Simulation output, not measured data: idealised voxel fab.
process module | voxel ribs on slabs
cross-section cut | 280 nm wide | cells 5 nm
A cross-section is a grid of square cells, given in bands from the top down. A band is one or more rows of cells.
Each band's line starts with the height of the band's top and of its bottom, in nm. Then come its materials from left to right, each with its width in nm. One material with "throughout" fills the band from edge to edge. "air" is empty space.
Height 0 is the level under which the wafer as received is all one material. The lowest band goes on downwards, as in "0 down".
A width such as "30 to 40" changes by the same amount from each row of cells to the next, from the band's top row to its bottom row.
"no change" after a step means that no cell of the cross-section changed.
closed voids: empty space of 8 cells or more with no open way to the top, each as width x height at its distance from the left edge, in nm
after a step's settings: what the simulator itself notes on the step
overlay nm, on a step with a mask: how far to the right of its planned place the mask lay; to the left if negative
plan
1 op RECEIVE | material Si
2 op DIRECTIONAL_DEP | material SiO2 | thk nm 30
3 op DIRECTIONAL_DEP | material polySi | thk nm 20
4 op DIRECTIONAL_DEP | material aC | thk nm 15
5 op PATTERN | tone cover | mask id RIB | material resist | width nm 30 | thk nm 30 | overlay nm 0
6 op DIRECTIONAL_ETCH | etch materials aC | depth nm 15
7 op STRIP | etch materials resist
8 op DIRECTIONAL_ETCH | etch materials polySi | depth nm 15
9 op STRIP | etch materials aC
10 op DIRECTIONAL_DEP | material aC | thk nm 15
11 op PATTERN | tone cover | mask id SLAB | material resist | width nm 70 | thk nm 30 | overlay nm 0
12 op DIRECTIONAL_ETCH | etch materials aC | depth nm 15
13 op STRIP | etch materials resist
14 op DIRECTIONAL_ETCH | etch materials polySi | depth nm 5
15 op STRIP | etch materials aC
16 op FILL_DEP | material SiO2 | thk nm 30
17 op CMP | height nm 70
18 op DIRECTIONAL_DEP | material TiN | thk nm 10
19 op DIRECTIONAL_DEP | material aC | thk nm 15
20 op PATTERN | tone cover | mask id HEATER | material resist | width nm 40 | thk nm 35 | overlay nm 0
21 op DIRECTIONAL_ETCH | etch materials aC | depth nm 15
22 op STRIP | etch materials resist
23 op DIRECTIONAL_ETCH | etch materials TiN | depth nm 10
24 op STRIP | etch materials aC
25 op CONFORMAL_DEP | material SiO2 | thk nm 5
first wafer, as planned
as received, after step 1
  0 down: Si throughout
  closed voids: none
after step 2
  30 to 0: SiO2 throughout
  below 0: unchanged
after step 3
  50 to 30: polySi throughout
  below 30: unchanged
after step 4
  65 to 50: aC throughout
  below 50: unchanged
after step 5
  95 to 65: air 125 | resist 30 | air 125
  below 65: unchanged
after step 6
  80 to 65: air 125 | resist 30 | air 125
  65 to 50: air 125 | aC 30 | air 125
  below 50: unchanged
after step 7
  65 to 50: air 125 | aC 30 | air 125
  below 50: unchanged
after step 8
  65 to 50: air 125 | aC 30 | air 125
  50 to 35: air 125 | polySi 30 | air 125
  below 35: unchanged
after step 9
  50 to 35: air 125 | polySi 30 | air 125
  below 35: unchanged
after step 10
  65 to 50: air 125 | aC 30 | air 125
  50 to 35: aC 125 | polySi 30 | aC 125
  below 35: unchanged
after step 11
  95 to 65: air 105 | resist 70 | air 105
  65 to 50: air 105 | resist 20 | aC 30 | resist 20 | air 105
  below 50: unchanged
after step 12
  80 to 65: air 105 | resist 70 | air 105
  65 to 50: air 105 | resist 20 | aC 30 | resist 20 | air 105
  50 to 35: air 105 | aC 20 | polySi 30 | aC 20 | air 105
  below 35: unchanged
after step 13
  65 to 50: air 125 | aC 30 | air 125
  below 50: unchanged
after step 14
  65 to 50: air 125 | aC 30 | air 125
  50 to 35: air 105 | aC 20 | polySi 30 | aC 20 | air 105
  35 to 30: air 105 | polySi 70 | air 105
  below 30: unchanged
after step 15
  50 to 35: air 125 | polySi 30 | air 125
  below 35: unchanged
after step 16
  80 to 50: SiO2 throughout
  50 to 35: SiO2 125 | polySi 30 | SiO2 125
  35 to 30: SiO2 105 | polySi 70 | SiO2 105
  below 30: unchanged
after step 17
  70 to 50: SiO2 throughout
  below 50: unchanged
after step 18
  80 to 70: TiN throughout
  below 70: unchanged
after step 19
  95 to 80: aC throughout
  below 80: unchanged
after step 20
  130 to 95: air 120 | resist 40 | air 120
  below 95: unchanged
after step 21
  115 to 95: air 120 | resist 40 | air 120
  95 to 80: air 120 | aC 40 | air 120
  below 80: unchanged
after step 22
  95 to 80: air 120 | aC 40 | air 120
  below 80: unchanged
after step 23
  95 to 80: air 120 | aC 40 | air 120
  80 to 70: air 120 | TiN 40 | air 120
  below 70: unchanged
after step 24
  80 to 70: air 120 | TiN 40 | air 120
  below 70: unchanged
after step 25
  85 to 80: air 115 | SiO2 50 | air 115
  80 to 75: air 115 | SiO2 5 | TiN 40 | SiO2 5 | air 115
  75 to 70: SiO2 120 | TiN 40 | SiO2 120
  below 70: unchanged
second wafer: like start, like plan, one mistake. Through step 4 it matches the first wafer
when step 5 should have ended
  95 to 65: resist 125 | air 30 | resist 125
  below 65: unchanged
when step 6 should have ended
  80 to 65: resist 125 | air 30 | resist 125
  65 to 50: aC 125 | air 30 | aC 125
  below 50: unchanged
when step 7 should have ended
  65 to 50: aC 125 | air 30 | aC 125
  below 50: unchanged
when step 8 should have ended
  65 to 50: aC 125 | air 30 | aC 125
  50 to 35: polySi 125 | air 30 | polySi 125
  below 35: unchanged
when step 9 should have ended
  50 to 35: polySi 125 | air 30 | polySi 125
  below 35: unchanged
when step 10 should have ended
  65 to 50: aC 125 | air 30 | aC 125
  50 to 35: polySi 125 | aC 30 | polySi 125
  below 35: unchanged
when step 11 should have ended
  95 to 65: air 105 | resist 70 | air 105
  65 to 50: aC 125 | resist 30 | aC 125
  below 50: unchanged
when step 12 should have ended
  80 to 65: air 105 | resist 70 | air 105
  65 to 50: air 105 | aC 20 | resist 30 | aC 20 | air 105
  below 50: unchanged
when step 13 should have ended
  65 to 50: air 105 | aC 20 | air 30 | aC 20 | air 105
  below 50: unchanged
when step 14 should have ended
  65 to 50: air 105 | aC 20 | air 30 | aC 20 | air 105
  50 to 45: air 105 | polySi 20 | aC 30 | polySi 20 | air 105
  below 45: unchanged
when step 15 should have ended
  50 to 45: air 105 | polySi 20 | air 30 | polySi 20 | air 105
  45 to 35: polySi 125 | air 30 | polySi 125
  below 35: unchanged
when step 16 should have ended
  80 to 50: SiO2 throughout
  50 to 45: SiO2 105 | polySi 20 | SiO2 30 | polySi 20 | SiO2 105
  45 to 35: polySi 125 | SiO2 30 | polySi 125
  below 35: unchanged
when step 17 should have ended
  70 to 50: SiO2 throughout
  below 50: unchanged
when step 18 should have ended
  80 to 70: TiN throughout
  below 70: unchanged
when step 19 should have ended
  95 to 80: aC throughout
  below 80: unchanged
when step 20 should have ended
  130 to 95: air 120 | resist 40 | air 120
  below 95: unchanged
when step 21 should have ended
  115 to 95: air 120 | resist 40 | air 120
  95 to 80: air 120 | aC 40 | air 120
  below 80: unchanged
when step 22 should have ended
  95 to 80: air 120 | aC 40 | air 120
  below 80: unchanged
when step 23 should have ended
  95 to 80: air 120 | aC 40 | air 120
  80 to 70: air 120 | TiN 40 | air 120
  below 70: unchanged
when step 24 should have ended
  80 to 70: air 120 | TiN 40 | air 120
  below 70: unchanged
when step 25 should have ended
  85 to 80: air 115 | SiO2 50 | air 115
  80 to 75: air 115 | SiO2 5 | TiN 40 | SiO2 5 | air 115
  75 to 70: SiO2 120 | TiN 40 | SiO2 120
  below 70: unchanged
what went wrong: step 5 ran as: op PATTERN | tone open | mask id RIB | material resist | width nm 30 | thk nm 30 | overlay nm 0
at the end the second wafer has, in cells: 132 fewer of SiO2 | 132 more of polySi
